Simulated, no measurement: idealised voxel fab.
The following is a process module called voxel released beams.
We display cut, a cross-section 205 nm in width whose square cells are each 5 nm.
Bands, listed from the top down, are how a cross-section gets written in this document; the cross-section itself is a grid of square cells, and a band is one or more rows of them. Top, bottom (nm), then materials left to right with widths (nm); lone material tagged "full width" fills the whole band edge to edge; "air" = empty space. Height is counted from the level 0, under which the received wafer is composed throughout of one material. The lowest of the bands is not closed at the bottom but continues downward, in the notation "top 0, no bottom". Note: "30->40" means the width goes from the first number (top row of the band) to the second number (bottom row) in equal steps per row of cells. When a step is marked "no change occurred", none of the cells in the cross-section changed during that step. "Closed void list" lists enclosed empty spaces (at least 8 cells, no open path upward to the top), each as width x height at distance from the left edge, in nm. Post-settings text on a step line: simulator's own remark regarding the step. overlay nm: mask offset rightward from planned place, masked step; negative means leftward offset.
# Here's what the planned process steps look like
1: RECEIVE: material Si
2: CONFORMAL_DEP: material SiN, thk nm 5
3: DIRECTIONAL_DEP: material SiO2, thk nm 15
4: PATTERN: tone open, mask id ANCHOR, material resist, width nm 35, thk nm 20, overlay nm 0
5: DIRECTIONAL_ETCH: etch materials SiO2, depth nm 15
6: STRIP: etch materials resist
7: CONFORMAL_DEP: material TiN, thk nm 15
8: PATTERN: tone cover, mask id BEAM, material resist, width nm 105, thk nm 15, overlay nm 0
9: DIRECTIONAL_ETCH: etch materials TiN, depth nm 15
10: STRIP: etch materials resist
11: STRIP: etch materials SiO2
# Account of the first of two wafers, which was processed as intended
# Cross-section of the incoming wafer, state after step 1
> top 0, no bottom  Si full width
> Closed void list: none
# Step 2 complete: cross-section through the wafer
> top 5, bottom 0  SiN full width
> Below 0 it's all the same as before, nothing changed down there.
# Step 3 complete: cross-section through the wafer
> top 20, bottom 5  SiO2 full width
> Below 5 it's all the same as before, nothing changed down there.
# Step 4 complete: cross-section through the wafer
> top 40, bottom 20  resist 50 / air 35 / resist 120
> Below 20 it's all the same as before, nothing changed down there.
# Step 5 complete: cross-section through the wafer
> top 40, bottom 20  resist 50 / air 35 / resist 120
> top 20, bottom 5  SiO2 50 / air 35 / SiO2 120
> Below 5 it's all the same as before, nothing changed down there.
# Step 6 complete: cross-section through the wafer
> top 20, bottom 5  SiO2 50 / air 35 / SiO2 120
> Below 5 it's all the same as before, nothing changed down there.
# Step 7 complete: cross-section through the wafer
> top 35, bottom 20  TiN 65 / air 5 / TiN 135
> top 20, bottom 5  SiO2 50 / TiN 35 / SiO2 120
> Below 5 it's all the same as before, nothing changed down there.
# Step 8 complete: cross-section through the wafer
> top 50, bottom 35  air 45 / resist 105 / air 55
> top 35, bottom 20  TiN 65 / resist 5 / TiN 135
> Below 20 it's all the same as before, nothing changed down there.
# Step 9 complete: cross-section through the wafer
> top 50, bottom 35  air 45 / resist 105 / air 55
> top 35, bottom 20  air 45 / TiN 20 / resist 5 / TiN 80 / air 55
> Below 20 it's all the same as before, nothing changed down there.
# Step 10 complete: cross-section through the wafer
> top 35, bottom 20  air 45 / TiN 20 / air 5 / TiN 80 / air 55
> Below 20 it's all the same as before, nothing changed down there.
# Step 11 complete: cross-section through the wafer
> top 35, bottom 20  air 45 / TiN 20 / air 5 / TiN 80 / air 55
> top 20, bottom 5  air 50 / TiN 35 / air 120
> Below 5 it's all the same as before, nothing changed down there.
# Regarding the second of the two wafers: it shared the first wafer's starting condition and process plan, yet one error occurred during its execution. Its history coincides with that of the first wafer up to and including step 1
Cross-sectional representation of the second wafer at the time designated in the plan for the completion of step 2: no change occurred
# Cross-sectional representation of the second wafer at the time designated in the plan for the completion of step 3
> top 15, bottom 0  SiO2 full width
> Below 0 it's all the same as before, nothing changed down there.
# Cross-sectional representation of the second wafer at the time designated in the plan for the completion of step 4
> top 35, bottom 15  resist 50 / air 35 / resist 120
> Below 15 it's all the same as before, nothing changed down there.
# Cross-sectional representation of the second wafer at the time designated in the plan for the completion of step 5
> top 35, bottom 15  resist 50 / air 35 / resist 120
> top 15, bottom 0  SiO2 50 / air 35 / SiO2 120
> Below 0 it's all the same as before, nothing changed down there.
# Cross-sectional representation of the second wafer at the time designated in the plan for the completion of step 6
> top 15, bottom 0  SiO2 50 / air 35 / SiO2 120
> Below 0 it's all the same as before, nothing changed down there.
# Cross-sectional representation of the second wafer at the time designated in the plan for the completion of step 7
> top 30, bottom 15  TiN 65 / air 5 / TiN 135
> top 15, bottom 0  SiO2 50 / TiN 35 / SiO2 120
> Below 0 it's all the same as before, nothing changed down there.
# Cross-sectional representation of the second wafer at the time designated in the plan for the completion of step 8
> top 45, bottom 30  air 45 / resist 105 / air 55
> top 30, bottom 15  TiN 65 / resist 5 / TiN 135
> Below 15 it's all the same as before, nothing changed down there.
# Cross-sectional representation of the second wafer at the time designated in the plan for the completion of step 9
> top 45, bottom 30  air 45 / resist 105 / air 55
> top 30, bottom 15  air 45 / TiN 20 / resist 5 / TiN 80 / air 55
> Below 15 it's all the same as before, nothing changed down there.
# Cross-sectional representation of the second wafer at the time designated in the plan for the completion of step 10
> top 30, bottom 15  air 45 / TiN 20 / air 5 / TiN 80 / air 55
> Below 15 it's all the same as before, nothing changed down there.
# Cross-sectional representation of the second wafer at the time designated in the plan for the completion of step 11
> top 30, bottom 15  air 45 / TiN 20 / air 5 / TiN 80 / air 55
> top 15, bottom 0  air 50 / TiN 35 / air 120
> Below 0 it's all the same as before, nothing changed down there.
It is concluded that the wafer was processed incorrectly with respect to the plan, in that plan step 2 skipped
End check, counted in cells, second wafer has more or fewer of these materials than the first: SiN -41
